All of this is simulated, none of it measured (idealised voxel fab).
This section sets out a process module, namely voxel released beams.
FYI the section here is cut, 155 nm wide, cells are 5 nm squares.
Reading order for cross-sections: top band down to bottom band. Underlying form: a grid of square cells. Band size: one or more rows of cells. What a band's entry tells you: where the top is and where the bottom is, as heights in nm, and after that what lies inside, material by material from left to right, each with its width in nm. Empty space is written as the word "empty", and a single material marked with the word "throughout" occupies the band from edge to edge. Where do heights start? At 0: under that level the wafer as delivered is made of one material only. And the lowest band has no floor; it just carries on downward, as in "0 down". When a width is written as two numbers, as in "30 to 40", the first number is the width in the top row of cells of the band and the second is the width in its bottom row, and the width changes by the same amount from each row to the next. Basically "no alteration" means that step didn't change any cell in the cross-section. Empty spaces without an open route to the top, at least 8 cells in extent, make up the entry "Completely sealed voids"; each is given as width x height at distance, where the distance is measured from the left edge, and all are in nm. Past the settings on a step's line: simulator remark, on that step. A step's line can hold "overlay nm"; with a mask on that step, the setting says how far right of the planned place the mask lay, while a negative setting says it lay to the left.

[Planned step list for the process]
| 1 | RECEIVE,material Si |
| 2 | CONFORMAL_DEP,material Al2O3,thk nm 10 |
| 3 | DIRECTIONAL_DEP,material SiO2,thk nm 10 |
| 4 | DIRECTIONAL_DEP,material aC,thk nm 15 |
| 5 | PATTERN,tone open,mask id ANCHOR,material resist,width nm 40,thk nm 35,overlay nm 0 |
| 6 | DIRECTIONAL_ETCH,etch materials aC,depth nm 15 |
| 7 | STRIP,etch materials resist |
| 8 | DIRECTIONAL_ETCH,etch materials SiO2,depth nm 10 |
| 9 | STRIP,etch materials aC |
| 10 | CONFORMAL_DEP,material SiN,thk nm 15 |
| 11 | MASKED_ETCH,tone cover,mask id BEAM,width nm 90,etch materials SiN,depth nm 15,overlay nm 0 |
| 12 | STRIP,etch materials SiO2 |

[Cross-section: wafer on arrival = after step 1]
- 0 down: Si throughout
- Completely sealed voids: none

[Wafer cross-section at end of module: start and plan as shown above, one execution error]
- 35 to 25: empty 30 nm / SiN 20 nm / empty 15 nm / SiN 55 nm / empty 35 nm
- 25 to 20: empty 30 nm / SiN 90 nm / empty 35 nm
- 20 to 10: empty 35 nm / SiN 45 nm / empty 75 nm
- 10 to 0: Al2O3 throughout
- 0 down: Si throughout
- Completely sealed voids: none
In executing the process, a mistake was made relative to the plan: step 5 was processed under conditions differing from the plan, specifically as PATTERN,tone open,mask id ANCHOR,material resist,width nm 45,thk nm 35,overlay nm 0
